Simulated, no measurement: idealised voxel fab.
process module | voxel lift off
In the cross-section labelled cut, the width is 195 nm and each square cell is 5 nm.
How to read a cross-section here: the picture is a grid of square cells, written as bands going from the top down, and any band can span one or more rows of cells.
Heads up on the band format: heights come first, top then bottom, in nm. After that it's the materials left to right, each with its width in nm. A single material flagged "all across" fills the whole band edge to edge, and "blank" means there's empty space there.
Ref level 0: as-received wafer is one material below here. Bottom band extends down with no lower bound ("0..down").
You'd read "30..40" like this: the band's top row of cells is as wide as the first number, its bottom row is as wide as the second, and going down, every row changes width by the same amount as the row before did.
A step reported as "everything unchanged" is a step in which no cell of the cross-section changed.
Empty spaces counting at least 8 cells and having no open way to the top are listed in "Listed closed voids". The notation width x height at distance is used for each, the distance being from the left edge and all three values in nm.
That trailing text on a step's line, after the settings, is the simulator's own remark on the step.
A step's line can hold "overlay nm"; with a mask on that step, the setting says how far right of the planned place the mask lay, while a negative setting says it lay to the left.

SET OUT BELOW ARE THE PLANNED STEPS OF THE PROCESS
1) RECEIVE with material Si
2) CONFORMAL_DEP with material SiO2, thk nm 10
3) PATTERN with tone open, mask id LINES, material resist, width nm 20, pitch nm 40, thk nm 25, overlay nm 0
4) DIRECTIONAL_DEP with material Ru, thk nm 15
5) STRIP with etch materials resist
6) CONFORMAL_DEP with material SiO2, thk nm 10

SO THIS IS THE INCOMING WAFER IN CROSS-SECTION - IT'S ALREADY BEEN THROUGH STEP 1
	0..down: Si all across
	Listed closed voids: none

A WAFER AT THE END: THIS START, THIS PLAN, ONE MISTAKE
	35..25: blank 55 / SiO2 85 / blank 55
	25..20: blank 55 / SiO2 10 / Ru 25 / SiO2 15 / Ru 25 / SiO2 10 / blank 55
	20..10: SiO2 65 / Ru 25 / SiO2 15 / Ru 25 / SiO2 65
	10..0: SiO2 all across
	0..down: Si all across
	Listed closed voids: none
Here's what went sideways: step 3 ran with different settings than intended, the actual operation and settings being PATTERN with tone open, mask id LINES, material resist, width nm 25, pitch nm 40, thk nm 25, overlay nm 0
